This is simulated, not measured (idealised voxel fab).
Process module in this document: voxel air gaps
Pictured: cross-section cut, 215 nm wide, on a grid of 5 nm square cells.
In this document a cross-section is written as a grid of square cells. It is given as a series of bands, listed from the top down, and a band is one or more rows of cells. Top, bottom (nm), then materials left to right with widths (nm); lone material tagged "edge to edge" fills the whole band edge to edge; "blank" = empty space. Ref level 0: as-received wafer is one material below here. Bottom band extends down with no lower bound ("0 -> down"). Width "30->40": first value at the band's top row of cells, second value at its bottom row, equal change from row to row. "everything unchanged" -> step changed no cross-section cell. "Trapped voids" specifies each empty space that is not open to the top and that occupies no fewer than 8 cells, using the form width x height at distance, the distance measured from the left edge and all three quantities in nm. Formally, on a step line, whatever follows the settings is a remark that the simulator itself makes on the step. Each step line may optionally specify "overlay nm", which for a step with a mask gives the rightward distance between the mask's planned place and where it lay, a negative value indicating the leftward direction.

Plan
1: RECEIVE: material Si
2: CONFORMAL_DEP: material SiO2, thk nm 10
3: CONFORMAL_DEP: material SiCN, thk nm 5
4: DIRECTIONAL_DEP: material lowk, thk nm 40
5: DIRECTIONAL_DEP: material aC, thk nm 10
6: PATTERN: tone open, mask id LINES, material resist, width nm 20, pitch nm 50, thk nm 30, overlay nm 0
7: DIRECTIONAL_ETCH: etch materials aC, depth nm 10
8: STRIP: etch materials resist
9: DIRECTIONAL_ETCH: etch materials lowk, depth nm 40
10: STRIP: etch materials aC
11: CONFORMAL_DEP: material TiN, thk nm 5
12: FILL_DEP: material Cu, thk nm 5
13: CMP: height nm 55
14: EPI: material Ru, thk nm 10
15: SELECTIVE_ETCH: etch materials lowk, depth nm 50
16: CONFORMAL_DEP: material SiCN, thk nm 5

Below: the first of two wafers, run as planned

Wafer as received: cross-section following step 1
0 -> down = Si edge to edge
Trapped voids: none

Cross-section through the wafer, step 2 finished
10 -> 0 = SiO2 edge to edge
Rest of section, below 0: as before.

Cross-section through the wafer, step 3 finished
15 -> 10 = SiCN edge to edge
Rest of section, below 10: as before.

Cross-section through the wafer, step 4 finished
55 -> 15 = lowk edge to edge
Rest of section, below 15: as before.

Cross-section through the wafer, step 5 finished
65 -> 55 = aC edge to edge
Rest of section, below 55: as before.

Cross-section through the wafer, step 6 finished
95 -> 65 = resist (45); blank (20); resist (30); blank (20); resist (30); blank (20); resist (50)
Rest of section, below 65: as before.

Cross-section through the wafer, step 7 finished
85 -> 65 = resist (45); blank (20); resist (30); blank (20); resist (30); blank (20); resist (50)
65 -> 55 = aC (45); blank (20); aC (30); blank (20); aC (30); blank (20); aC (50)
Rest of section, below 55: as before.

Cross-section through the wafer, step 8 finished
65 -> 55 = aC (45); blank (20); aC (30); blank (20); aC (30); blank (20); aC (50)
Rest of section, below 55: as before.

Cross-section through the wafer, step 9 finished
65 -> 55 = aC (45); blank (20); aC (30); blank (20); aC (30); blank (20); aC (50)
55 -> 15 = lowk (45); blank (20); lowk (30); blank (20); lowk (30); blank (20); lowk (50)
Rest of section, below 15: as before.

Cross-section through the wafer, step 10 finished
55 -> 15 = lowk (45); blank (20); lowk (30); blank (20); lowk (30); blank (20); lowk (50)
Rest of section, below 15: as before.

Cross-section through the wafer, step 11 finished
60 -> 55 = TiN (50); blank (10); TiN (40); blank (10); TiN (40); blank (10); TiN (55)
55 -> 20 = lowk (45); TiN (5); blank (10); TiN (5); lowk (30); TiN (5); blank (10); TiN (5); lowk (30); TiN (5); blank (10); TiN (5); lowk (50)
20 -> 15 = lowk (45); TiN (20); lowk (30); TiN (20); lowk (30); TiN (20); lowk (50)
Rest of section, below 15: as before.

Cross-section through the wafer, step 12 finished
65 -> 60 = Cu edge to edge
60 -> 55 = TiN (50); Cu (10); TiN (40); Cu (10); TiN (40); Cu (10); TiN (55)
55 -> 20 = lowk (45); TiN (5); Cu (10); TiN (5); lowk (30); TiN (5); Cu (10); TiN (5); lowk (30); TiN (5); Cu (10); TiN (5); lowk (50)
Rest of section, below 20: as before.

Cross-section through the wafer, step 13 finished
55 -> 20 = lowk (45); TiN (5); Cu (10); TiN (5); lowk (30); TiN (5); Cu (10); TiN (5); lowk (30); TiN (5); Cu (10); TiN (5); lowk (50)
Rest of section, below 20: as before.

Cross-section through the wafer, step 14 finished
65 -> 55 = blank (35); Ru (40); blank (10); Ru (40); blank (10); Ru (40); blank (40)
Rest of section, below 55: as before.

Cross-section through the wafer, step 15 finished
65 -> 55 = blank (35); Ru (40); blank (10); Ru (40); blank (10); Ru (40); blank (40)
55 -> 20 = blank (45); TiN (5); Cu (10); TiN (5); blank (30); TiN (5); Cu (10); TiN (5); blank (30); TiN (5); Cu (10); TiN (5); blank (50)
20 -> 15 = blank (45); TiN (20); blank (30); TiN (20); blank (30); TiN (20); blank (50)
Rest of section, below 15: as before.

Cross-section through the wafer, step 16 finished
70 -> 65 = blank (30); SiCN (150); blank (35)
65 -> 55 = blank (30); SiCN (5); Ru (40); SiCN (10); Ru (40); SiCN (10); Ru (40); SiCN (5); blank (35)
55 -> 50 = blank (30); SiCN (15); TiN (5); Cu (10); TiN (5); SiCN (30); TiN (5); Cu (10); TiN (5); SiCN (30); TiN (5); Cu (10); TiN (5); SiCN (15); blank (35)
50 -> 20 = blank (40); SiCN (5); TiN (5); Cu (10); TiN (5); SiCN (5); blank (20); SiCN (5); TiN (5); Cu (10); TiN (5); SiCN (5); blank (20); SiCN (5); TiN (5); Cu (10); TiN (5); SiCN (5); blank (45)
20 -> 15 = SiCN (45); TiN (20); SiCN (30); TiN (20); SiCN (30); TiN (20); SiCN (50)
Rest of section, below 15: as before.
Trapped voids: 20 x 30 at 70; 20 x 30 at 120

The second wafer began exactly as the first did and followed the same plan, but one mistake was made while running it; through step 5 inclusive, the two wafers are identical

Second wafer, section view, time point: scheduled end of step 6
95 -> 65 = resist (40); blank (20); resist (30); blank (20); resist (30); blank (20); resist (55)
Rest of section, below 65: as before.

Second wafer, section view, time point: scheduled end of step 7
85 -> 65 = resist (40); blank (20); resist (30); blank (20); resist (30); blank (20); resist (55)
65 -> 55 = aC (40); blank (20); aC (30); blank (20); aC (30); blank (20); aC (55)
Rest of section, below 55: as before.

Second wafer, section view, time point: scheduled end of step 8
65 -> 55 = aC (40); blank (20); aC (30); blank (20); aC (30); blank (20); aC (55)
Rest of section, below 55: as before.

Second wafer, section view, time point: scheduled end of step 9
65 -> 55 = aC (40); blank (20); aC (30); blank (20); aC (30); blank (20); aC (55)
55 -> 15 = lowk (40); blank (20); lowk (30); blank (20); lowk (30); blank (20); lowk (55)
Rest of section, below 15: as before.

Second wafer, section view, time point: scheduled end of step 10
55 -> 15 = lowk (40); blank (20); lowk (30); blank (20); lowk (30); blank (20); lowk (55)
Rest of section, below 15: as before.

Second wafer, section view, time point: scheduled end of step 11
60 -> 55 = TiN (45); blank (10); TiN (40); blank (10); TiN (40); blank (10); TiN (60)
55 -> 20 = lowk (40); TiN (5); blank (10); TiN (5); lowk (30); TiN (5); blank (10); TiN (5); lowk (30); TiN (5); blank (10); TiN (5); lowk (55)
20 -> 15 = lowk (40); TiN (20); lowk (30); TiN (20); lowk (30); TiN (20); lowk (55)
Rest of section, below 15: as before.

Second wafer, section view, time point: scheduled end of step 12
65 -> 60 = Cu edge to edge
60 -> 55 = TiN (45); Cu (10); TiN (40); Cu (10); TiN (40); Cu (10); TiN (60)
55 -> 20 = lowk (40); TiN (5); Cu (10); TiN (5); lowk (30); TiN (5); Cu (10); TiN (5); lowk (30); TiN (5); Cu (10); TiN (5); lowk (55)
Rest of section, below 20: as before.

Second wafer, section view, time point: scheduled end of step 13
55 -> 20 = lowk (40); TiN (5); Cu (10); TiN (5); lowk (30); TiN (5); Cu (10); TiN (5); lowk (30); TiN (5); Cu (10); TiN (5); lowk (55)
Rest of section, below 20: as before.

Second wafer, section view, time point: scheduled end of step 14
65 -> 55 = blank (30); Ru (40); blank (10); Ru (40); blank (10); Ru (40); blank (45)
Rest of section, below 55: as before.

Second wafer, section view, time point: scheduled end of step 15
65 -> 55 = blank (30); Ru (40); blank (10); Ru (40); blank (10); Ru (40); blank (45)
55 -> 20 = blank (40); TiN (5); Cu (10); TiN (5); blank (30); TiN (5); Cu (10); TiN (5); blank (30); TiN (5); Cu (10); TiN (5); blank (55)
20 -> 15 = blank (40); TiN (20); blank (30); TiN (20); blank (30); TiN (20); blank (55)
Rest of section, below 15: as before.

Second wafer, section view, time point: scheduled end of step 16
70 -> 65 = blank (25); SiCN (150); blank (40)
65 -> 55 = blank (25); SiCN (5); Ru (40); SiCN (10); Ru (40); SiCN (10); Ru (40); SiCN (5); blank (40)
55 -> 50 = blank (25); SiCN (15); TiN (5); Cu (10); TiN (5); SiCN (30); TiN (5); Cu (10); TiN (5); SiCN (30); TiN (5); Cu (10); TiN (5); SiCN (15); blank (40)
50 -> 20 = blank (35); SiCN (5); TiN (5); Cu (10); TiN (5); SiCN (5); blank (20); SiCN (5); TiN (5); Cu (10); TiN (5); SiCN (5); blank (20); SiCN (5); TiN (5); Cu (10); TiN (5); SiCN (5); blank (50)
20 -> 15 = SiCN (40); TiN (20); SiCN (30); TiN (20); SiCN (30); TiN (20); SiCN (55)
Rest of section, below 15: as before.
Trapped voids: 20 x 30 at 65; 20 x 30 at 115
Misprocessing identified: planned and actual differ for step 6; actual: PATTERN: tone open, mask id LINES, material resist, width nm 20, pitch nm 50, thk nm 30, overlay nm -5
At the end, each material covers as many cells on the second wafer as it does on the first, though the cells it covers are elsewhere.
